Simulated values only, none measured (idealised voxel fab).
Documented hereafter: the process module known as voxel self aligned contacts.
Shown is cross-section cut, with a width of 175 nm and square cells of size 5 nm.
Bands, listed from the top down, are how a cross-section gets written in this document; the cross-section itself is a grid of square cells, and a band is one or more rows of them. In this notation a band is specified by the heights of its top and bottom, in that order and in nm, after which its materials appear from left to right, each paired with its width in nm. The word "edge to edge" attached to a single material means that material fills the band from edge to edge; the word "air" stands for empty space. Heights are measured from 0, the level below which the as-received wafer is all one material; the lowest band has no bottom and continues downward, written as in "0 down". Graded width ("30 to 40"): value in top row of band = first number; value in bottom row = second number; row-to-row change constant. You'll sometimes find "no modifications" written for a step, and that's the way of saying that nowhere in the cross-section did a cell change during that step. You'll see "closed voids" listing empty spaces that have no way open to the top, as long as they're 8 cells or more; the notation is width x height at distance, where the distance is from the left edge, and all of it is in nm. Step line, after settings: the simulator's comment on this step. overlay nm, on a step with a mask: how far to the right of its planned place the mask lay; to the left if negative.

## Planned process steps
step 1: RECEIVE with material Si
step 2: CONFORMAL_DEP with material SiO2, thk nm 5
step 3: DIRECTIONAL_DEP with material polySi, thk nm 25
step 4: DIRECTIONAL_DEP with material SiN, thk nm 25
step 5: MASKED_ETCH with tone cover, mask id GATE, width nm 30, pitch nm 65, etch materials SiN, depth nm 25, overlay nm 0
step 6: MASKED_ETCH with tone cover, mask id GATE, width nm 20, pitch nm 65, etch materials polySi, depth nm 25, overlay nm 0
step 7: CONFORMAL_DEP with material SiN, thk nm 10
step 8: DIRECTIONAL_ETCH with etch materials SiN, depth nm 10
step 9: FILL_DEP with material SiO2, thk nm 10
step 10: CMP with height nm 60
step 11: MASKED_ETCH with tone open, mask id CONTACT, width nm 45, etch materials SiO2, depth nm 60, overlay nm 0
step 12: CONFORMAL_DEP with material TiN, thk nm 5
step 13: FILL_DEP with material W, thk nm 5
step 14: CMP with height nm 60
step 15: CONFORMAL_DEP with material SiN, thk nm 5
What sets these wafers apart? The width nm at step 6. They all start alike, and the plan carries the first wafer's value.

## First wafer of several, as received: cross-section after step 1
0 down | Si edge to edge
closed voids: none

## End of module, by wafer: material-by-material cell gain (+) or loss (-) since receipt, then closed voids
width nm 20, +175 SiN, +178 SiO2, +31 TiN, +11 W, +60 polySi, closed voids: none
width nm 25, +175 SiN, +178 SiO2, +31 TiN, +11 W, +60 polySi, closed voids: none
width nm 30, +175 SiN, +178 SiO2, +31 TiN, +11 W, +60 polySi, closed voids: none
width nm 35, +175 SiN, +174 SiO2, +31 TiN, +5 W, +70 polySi, closed voids: none
width nm 40, +175 SiN, +170 SiO2, +25 TiN, +5 W, +80 polySi, closed voids: none
width nm 45, +175 SiN, +166 SiO2, +19 TiN, +5 W, +90 polySi, closed voids: none
